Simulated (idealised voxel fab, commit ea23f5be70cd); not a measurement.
process module | voxel released beams
cross-section cut | 280 nm wide | cells 5 nm
A cross-section is a grid of square cells, given in bands from the top down. A band is one or more rows of cells.
Each band's line starts with the height of the band's top and of its bottom, in nm. Then come its materials from left to right, each with its width in nm. One material with "throughout" fills the band from edge to edge. "air" is empty space.
Height 0 is the level under which the wafer as received is all one material. The lowest band goes on downwards, as in "0 down".
A width such as "30 to 40" changes by the same amount from each row of cells to the next, from the band's top row to its bottom row.
"no change" after a step means that no cell of the cross-section changed.
closed voids: empty space of 8 cells or more with no open way to the top, each as width x height at its distance from the left edge, in nm
after a step's settings: what the simulator itself notes on the step
overlay nm, on a step with a mask: how far to the right of its planned place the mask lay; to the left if negative
Each pair below shows a cross-section before one step and the cross-section after it, down to the lowest band that changed. The line under each pair gives the step between them, with its settings. The pairs can come from different runs of this module on the same starting wafer, so a pair continues from the pair above only where its "before" says so.
before
  0 down: Si throughout
  closed voids: none
after
  10 to 0: Al2O3 throughout
  below 0: unchanged
  closed voids: none
the step between: op CONFORMAL_DEP | material Al2O3 | thk nm 10
before: the cross-section after the pair above
after
  25 to 10: SiO2 throughout
  below 10: unchanged
  closed voids: none
the step between: op DIRECTIONAL_DEP | material SiO2 | thk nm 15
before: the cross-section after the pair above
after
  40 to 25: resist 105 | air 30 | resist 145
  below 25: unchanged
  closed voids: none
the step between: op PATTERN | tone open | mask id ANCHOR | material resist | width nm 30 | thk nm 15 | overlay nm 0
before: the cross-section after the pair above
after
  40 to 25: resist 105 | air 30 | resist 145
  25 to 10: SiO2 105 | air 30 | SiO2 145
  below 10: unchanged
  closed voids: none
the step between: op DIRECTIONAL_ETCH | etch materials SiO2 | depth nm 15
before: the cross-section after the pair above
after
  25 to 10: SiO2 105 | air 30 | SiO2 145
  below 10: unchanged
  closed voids: none
the step between: op STRIP | etch materials resist
before: the cross-section after the pair above
after
  35 to 25: SiN 115 | air 10 | SiN 155
  25 to 20: SiO2 105 | SiN 10 | air 10 | SiN 10 | SiO2 145
  20 to 10: SiO2 105 | SiN 30 | SiO2 145
  below 10: unchanged
  closed voids: none
the step between: op CONFORMAL_DEP | material SiN | thk nm 10
before: the cross-section after the pair above
after
  50 to 35: air 100 | resist 75 | air 105
  35 to 25: SiN 115 | resist 10 | SiN 155
  25 to 20: SiO2 105 | SiN 10 | resist 10 | SiN 10 | SiO2 145
  below 20: unchanged
  closed voids: none
the step between: op PATTERN | tone cover | mask id BEAM | material resist | width nm 75 | thk nm 15 | overlay nm 0
before: the cross-section after the pair above
after
  50 to 35: air 100 | resist 75 | air 105
  35 to 25: air 100 | SiN 15 | resist 10 | SiN 50 | air 105
  below 25: unchanged
  closed voids: none
the step between: op DIRECTIONAL_ETCH | etch materials SiN | depth nm 10
before: the cross-section after the pair above
after
  35 to 25: air 100 | SiN 15 | air 10 | SiN 50 | air 105
  25 to 20: SiO2 105 | SiN 10 | air 10 | SiN 10 | SiO2 145
  below 20: unchanged
  closed voids: none
the step between: op STRIP | etch materials resist
before: the cross-section after the pair above
after
  35 to 25: air 100 | SiN 15 | air 10 | SiN 50 | air 105
  25 to 20: air 105 | SiN 10 | air 10 | SiN 10 | air 145
  20 to 10: air 105 | SiN 30 | air 145
  below 10: unchanged
  closed voids: none
the step between: op STRIP | etch materials SiO2
before
  0 down: Si throughout
  closed voids: none
after
  15 to 0: SiO2 throughout
  below 0: unchanged
  closed voids: none
the step between: op DIRECTIONAL_DEP | material SiO2 | thk nm 15
before: the cross-section after the pair above
after
  30 to 15: resist 105 | air 30 | resist 145
  below 15: unchanged
  closed voids: none
the step between: op PATTERN | tone open | mask id ANCHOR | material resist | width nm 30 | thk nm 15 | overlay nm 0
before: the cross-section after the pair above
after
  30 to 15: resist 105 | air 30 | resist 145
  15 to 0: SiO2 105 | air 30 | SiO2 145
  below 0: unchanged
  closed voids: none
the step between: op DIRECTIONAL_ETCH | etch materials SiO2 | depth nm 15
before: the cross-section after the pair above
after
  15 to 0: SiO2 105 | air 30 | SiO2 145
  below 0: unchanged
  closed voids: none
the step between: op STRIP | etch materials resist
before: the cross-section after the pair above
after
  25 to 15: SiN 115 | air 10 | SiN 155
  15 to 10: SiO2 105 | SiN 10 | air 10 | SiN 10 | SiO2 145
  10 to 0: SiO2 105 | SiN 30 | SiO2 145
  below 0: unchanged
  closed voids: none
the step between: op CONFORMAL_DEP | material SiN | thk nm 10
before: the cross-section after the pair above
after
  40 to 25: air 100 | resist 75 | air 105
  25 to 15: SiN 115 | resist 10 | SiN 155
  15 to 10: SiO2 105 | SiN 10 | resist 10 | SiN 10 | SiO2 145
  below 10: unchanged
  closed voids: none
the step between: op PATTERN | tone cover | mask id BEAM | material resist | width nm 75 | thk nm 15 | overlay nm 0
before: the cross-section after the pair above
after
  40 to 25: air 100 | resist 75 | air 105
  25 to 15: air 100 | SiN 15 | resist 10 | SiN 50 | air 105
  below 15: unchanged
  closed voids: none
the step between: op DIRECTIONAL_ETCH | etch materials SiN | depth nm 10
before: the cross-section after the pair above
after
  25 to 15: air 100 | SiN 15 | air 10 | SiN 50 | air 105
  15 to 10: SiO2 105 | SiN 10 | air 10 | SiN 10 | SiO2 145
  below 10: unchanged
  closed voids: none
the step between: op STRIP | etch materials resist
before: the cross-section after the pair above
after
  25 to 15: air 100 | SiN 15 | air 10 | SiN 50 | air 105
  15 to 10: air 105 | SiN 10 | air 10 | SiN 10 | air 145
  10 to 0: air 105 | SiN 30 | air 145
  below 0: unchanged
  closed voids: none
the step between: op STRIP | etch materials SiO2
before
  15 to 0: SiO2 throughout
  0 down: Si throughout
  closed voids: none
after
  25 to 15: Al2O3 throughout
  below 15: unchanged
  closed voids: none
the step between: op CONFORMAL_DEP | material Al2O3 | thk nm 10
before: the cross-section after the pair above
after
  40 to 25: resist 105 | air 30 | resist 145
  below 25: unchanged
  closed voids: none
the step between: op PATTERN | tone open | mask id ANCHOR | material resist | width nm 30 | thk nm 15 | overlay nm 0
before: the cross-section after the pair above
after
  25 to 15: Al2O3 throughout
  below 15: unchanged
  closed voids: none
the step between: op STRIP | etch materials resist
before: the cross-section after the pair above
after
  35 to 25: SiN throughout
  below 25: unchanged
  closed voids: none
the step between: op CONFORMAL_DEP | material SiN | thk nm 10
before: the cross-section after the pair above
after
  50 to 35: air 100 | resist 75 | air 105
  below 35: unchanged
  closed voids: none
the step between: op PATTERN | tone cover | mask id BEAM | material resist | width nm 75 | thk nm 15 | overlay nm 0
before: the cross-section after the pair above
after
  50 to 35: air 100 | resist 75 | air 105
  35 to 25: air 100 | SiN 75 | air 105
  below 25: unchanged
  closed voids: none
the step between: op DIRECTIONAL_ETCH | etch materials SiN | depth nm 10
before: the cross-section after the pair above
after
  35 to 25: air 100 | SiN 75 | air 105
  below 25: unchanged
  closed voids: none
the step between: op STRIP | etch materials resist
before
  25 to 10: SiO2 105 | air 30 | SiO2 145
  10 to 0: Al2O3 throughout
  0 down: Si throughout
  closed voids: none
after
  40 to 25: SiN throughout
  25 to 10: SiO2 105 | SiN 30 | SiO2 145
  below 10: unchanged
  closed voids: none
the step between: op CONFORMAL_DEP | material SiN | thk nm 15
before: the cross-section after the pair above
after
  55 to 40: air 100 | resist 75 | air 105
  below 40: unchanged
  closed voids: none
the step between: op PATTERN | tone cover | mask id BEAM | material resist | width nm 75 | thk nm 15 | overlay nm 0
before: the cross-section after the pair above
after
  55 to 40: air 100 | resist 75 | air 105
  40 to 30: air 100 | SiN 75 | air 105
  below 30: unchanged
  closed voids: none
the step between: op DIRECTIONAL_ETCH | etch materials SiN | depth nm 10
before: the cross-section after the pair above
after
  40 to 30: air 100 | SiN 75 | air 105
  below 30: unchanged
  closed voids: none
the step between: op STRIP | etch materials resist
before
  35 to 25: SiN 115 | air 10 | SiN 155
  25 to 20: SiO2 105 | SiN 10 | air 10 | SiN 10 | SiO2 145
  20 to 10: SiO2 105 | SiN 30 | SiO2 145
  10 to 0: Al2O3 throughout
  0 down: Si throughout
  closed voids: none
after
  50 to 35: air 105 | resist 65 | air 110
  35 to 25: SiN 115 | resist 10 | SiN 155
  25 to 20: SiO2 105 | SiN 10 | resist 10 | SiN 10 | SiO2 145
  below 20: unchanged
  closed voids: none
the step between: op PATTERN | tone cover | mask id BEAM | material resist | width nm 65 | thk nm 15 | overlay nm 0
before: the cross-section after the pair above
after
  50 to 35: air 105 | resist 65 | air 110
  35 to 25: air 105 | SiN 10 | resist 10 | SiN 45 | air 110
  below 25: unchanged
  closed voids: none
the step between: op DIRECTIONAL_ETCH | etch materials SiN | depth nm 10
before: the cross-section after the pair above
after
  35 to 25: air 105 | SiN 10 | air 10 | SiN 45 | air 110
  25 to 20: SiO2 105 | SiN 10 | air 10 | SiN 10 | SiO2 145
  below 20: unchanged
  closed voids: none
the step between: op STRIP | etch materials resist
before: the cross-section after the pair above
after
  35 to 25: air 105 | SiN 10 | air 10 | SiN 45 | air 110
  25 to 20: air 105 | SiN 10 | air 10 | SiN 10 | air 145
  20 to 10: air 105 | SiN 30 | air 145
  below 10: unchanged
  closed voids: none
the step between: op STRIP | etch materials SiO2
before
  35 to 25: SiN 115 | air 10 | SiN 155
  25 to 20: SiO2 105 | SiN 10 | air 10 | SiN 10 | SiO2 145
  20 to 10: SiO2 105 | SiN 30 | SiO2 145
  10 to 0: Al2O3 throughout
  0 down: Si throughout
  closed voids: none
after
  50 to 35: air 90 | resist 75 | air 115
  35 to 25: SiN 115 | resist 10 | SiN 155
  25 to 20: SiO2 105 | SiN 10 | resist 10 | SiN 10 | SiO2 145
  below 20: unchanged
  closed voids: none
the step between: op PATTERN | tone cover | mask id BEAM | material resist | width nm 75 | thk nm 15 | overlay nm -10
before: the cross-section after the pair above
after
  50 to 35: air 90 | resist 75 | air 115
  35 to 25: air 90 | SiN 25 | resist 10 | SiN 40 | air 115
  below 25: unchanged
  closed voids: none
the step between: op DIRECTIONAL_ETCH | etch materials SiN | depth nm 10
before: the cross-section after the pair above
after
  35 to 25: air 90 | SiN 25 | air 10 | SiN 40 | air 115
  25 to 20: SiO2 105 | SiN 10 | air 10 | SiN 10 | SiO2 145
  below 20: unchanged
  closed voids: none
the step between: op STRIP | etch materials resist
before: the cross-section after the pair above
after
  35 to 25: air 90 | SiN 25 | air 10 | SiN 40 | air 115
  25 to 20: air 105 | SiN 10 | air 10 | SiN 10 | air 145
  20 to 10: air 105 | SiN 30 | air 145
  below 10: unchanged
  closed voids: none
the step between: op STRIP | etch materials SiO2
before
  35 to 25: air 100 | SiN 15 | air 10 | SiN 50 | air 105
  25 to 20: SiO2 105 | SiN 10 | air 10 | SiN 10 | SiO2 145
  20 to 10: SiO2 105 | SiN 30 | SiO2 145
  10 to 0: Al2O3 throughout
  0 down: Si throughout
  closed voids: none
after
  25 to 10: SiO2 105 | air 30 | SiO2 145
  below 10: unchanged
  closed voids: none
the step between: op STRIP | etch materials SiN
before
  25 to 10: SiO2 throughout
  10 to 0: Al2O3 throughout
  0 down: Si throughout
  closed voids: none
after
  40 to 25: air 105 | resist 30 | air 145
  below 25: unchanged
  closed voids: none
the step between: op PATTERN | tone cover | mask id ANCHOR | material resist | width nm 30 | thk nm 15 | overlay nm 0
before: the cross-section after the pair above
after
  40 to 25: air 105 | resist 30 | air 145
  25 to 10: air 105 | SiO2 30 | air 145
  below 10: unchanged
  closed voids: none
the step between: op DIRECTIONAL_ETCH | etch materials SiO2 | depth nm 15
before: the cross-section after the pair above
after
  25 to 10: air 105 | SiO2 30 | air 145
  below 10: unchanged
  closed voids: none
the step between: op STRIP | etch materials resist
before: the cross-section after the pair above
after
  35 to 25: air 95 | SiN 50 | air 135
  25 to 20: air 95 | SiN 10 | SiO2 30 | SiN 10 | air 135
  20 to 10: SiN 105 | SiO2 30 | SiN 145
  below 10: unchanged
  closed voids: none
the step between: op CONFORMAL_DEP | material SiN | thk nm 10
before: the cross-section after the pair above
after
  50 to 35: air 100 | resist 75 | air 105
  35 to 25: air 95 | SiN 50 | resist 30 | air 105
  25 to 20: air 95 | SiN 10 | SiO2 30 | SiN 10 | resist 30 | air 105
  below 20: unchanged
  closed voids: none
the step between: op PATTERN | tone cover | mask id BEAM | material resist | width nm 75 | thk nm 15 | overlay nm 0
before: the cross-section after the pair above
after
  50 to 35: air 100 | resist 75 | air 105
  35 to 25: air 100 | SiN 45 | resist 30 | air 105
  25 to 20: air 95 | SiN 10 | SiO2 30 | SiN 10 | resist 30 | air 105
  20 to 10: air 95 | SiN 10 | SiO2 30 | SiN 40 | air 105
  below 10: unchanged
  closed voids: none
the step between: op DIRECTIONAL_ETCH | etch materials SiN | depth nm 10
before: the cross-section after the pair above
after
  35 to 25: air 100 | SiN 45 | air 135
  25 to 20: air 95 | SiN 10 | SiO2 30 | SiN 10 | air 135
  below 20: unchanged
  closed voids: none
the step between: op STRIP | etch materials resist
